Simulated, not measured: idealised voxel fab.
process module | voxel trench capacitor
cross-section cut | 165 nm wide | cells 5 nm
A cross-section is a grid of square cells, given in bands from the top down. A band is one or more rows of cells.
Each band's line starts with the height of the band's top and of its bottom, in nm. Then come its materials from left to right, each with its width in nm. One material with "throughout" fills the band from edge to edge. "air" is empty space.
Height 0 is the level under which the wafer as received is all one material. The lowest band goes on downwards, as in "0 down".
A width such as "30 to 40" changes by the same amount from each row of cells to the next, from the band's top row to its bottom row.
"no change" after a step means that no cell of the cross-section changed.
closed voids: empty space of 8 cells or more with no open way to the top, each as width x height at its distance from the left edge, in nm
after a step's settings: what the simulator itself notes on the step
overlay nm, on a step with a mask: how far to the right of its planned place the mask lay; to the left if negative
plan
1 op RECEIVE | material Si
2 op CONFORMAL_DEP | material SiN | thk nm 5
3 op PATTERN | tone open | mask id TRENCH | material resist | width nm 20 | pitch nm 45 | thk nm 15 | overlay nm 0
4 op DIRECTIONAL_ETCH | etch materials SiN | depth nm 5
5 op DIRECTIONAL_ETCH | etch materials Si | depth nm 25
6 op STRIP | etch materials resist
7 op CONFORMAL_DEP | material SiO2 | thk nm 5
8 op FILL_DEP | material polySi | thk nm 10
9 op CMP | height nm 5
first wafer, as planned
as received, after step 1
  0 down: Si throughout
  closed voids: none
after step 2
  5 to 0: SiN throughout
  below 0: unchanged
after step 3
  20 to 5: resist 50 | air 20 | resist 25 | air 20 | resist 50
  below 5: unchanged
after step 4
  20 to 5: resist 50 | air 20 | resist 25 | air 20 | resist 50
  5 to 0: SiN 50 | air 20 | SiN 25 | air 20 | SiN 50
  below 0: unchanged
after step 5
  20 to 5: resist 50 | air 20 | resist 25 | air 20 | resist 50
  5 to 0: SiN 50 | air 20 | SiN 25 | air 20 | SiN 50
  0 to -25: Si 50 | air 20 | Si 25 | air 20 | Si 50
  below -25: unchanged
after step 6
  5 to 0: SiN 50 | air 20 | SiN 25 | air 20 | SiN 50
  below 0: unchanged
after step 7
  10 to 5: SiO2 55 | air 10 | SiO2 35 | air 10 | SiO2 55
  5 to 0: SiN 50 | SiO2 5 | air 10 | SiO2 5 | SiN 25 | SiO2 5 | air 10 | SiO2 5 | SiN 50
  0 to -20: Si 50 | SiO2 5 | air 10 | SiO2 5 | Si 25 | SiO2 5 | air 10 | SiO2 5 | Si 50
  -20 to -25: Si 50 | SiO2 20 | Si 25 | SiO2 20 | Si 50
  below -25: unchanged
after step 8
  20 to 10: polySi throughout
  10 to 5: SiO2 55 | polySi 10 | SiO2 35 | polySi 10 | SiO2 55
  5 to 0: SiN 50 | SiO2 5 | polySi 10 | SiO2 5 | SiN 25 | SiO2 5 | polySi 10 | SiO2 5 | SiN 50
  0 to -20: Si 50 | SiO2 5 | polySi 10 | SiO2 5 | Si 25 | SiO2 5 | polySi 10 | SiO2 5 | Si 50
  below -20: unchanged
after step 9
  5 to 0: SiN 50 | SiO2 5 | polySi 10 | SiO2 5 | SiN 25 | SiO2 5 | polySi 10 | SiO2 5 | SiN 50
  below 0: unchanged
second wafer: like start, like plan, one mistake. Through step 2 it matches the first wafer
when step 3 should have ended
  20 to 5: resist 40 | air 20 | resist 25 | air 20 | resist 60
  below 5: unchanged
when step 4 should have ended
  20 to 5: resist 40 | air 20 | resist 25 | air 20 | resist 60
  5 to 0: SiN 40 | air 20 | SiN 25 | air 20 | SiN 60
  below 0: unchanged
when step 5 should have ended
  20 to 5: resist 40 | air 20 | resist 25 | air 20 | resist 60
  5 to 0: SiN 40 | air 20 | SiN 25 | air 20 | SiN 60
  0 to -25: Si 40 | air 20 | Si 25 | air 20 | Si 60
  below -25: unchanged
when step 6 should have ended
  5 to 0: SiN 40 | air 20 | SiN 25 | air 20 | SiN 60
  below 0: unchanged
when step 7 should have ended
  10 to 5: SiO2 45 | air 10 | SiO2 35 | air 10 | SiO2 65
  5 to 0: SiN 40 | SiO2 5 | air 10 | SiO2 5 | SiN 25 | SiO2 5 | air 10 | SiO2 5 | SiN 60
  0 to -20: Si 40 | SiO2 5 | air 10 | SiO2 5 | Si 25 | SiO2 5 | air 10 | SiO2 5 | Si 60
  -20 to -25: Si 40 | SiO2 20 | Si 25 | SiO2 20 | Si 60
  below -25: unchanged
when step 8 should have ended
  20 to 10: polySi throughout
  10 to 5: SiO2 45 | polySi 10 | SiO2 35 | polySi 10 | SiO2 65
  5 to 0: SiN 40 | SiO2 5 | polySi 10 | SiO2 5 | SiN 25 | SiO2 5 | polySi 10 | SiO2 5 | SiN 60
  0 to -20: Si 40 | SiO2 5 | polySi 10 | SiO2 5 | Si 25 | SiO2 5 | polySi 10 | SiO2 5 | Si 60
  below -20: unchanged
when step 9 should have ended
  5 to 0: SiN 40 | SiO2 5 | polySi 10 | SiO2 5 | SiN 25 | SiO2 5 | polySi 10 | SiO2 5 | SiN 60
  below 0: unchanged
what went wrong: step 3 ran as: op PATTERN | tone open | mask id TRENCH | material resist | width nm 20 | pitch nm 45 | thk nm 15 | overlay nm -10
at the end the second wafer has, in cells: as many of each material as the first, in other places
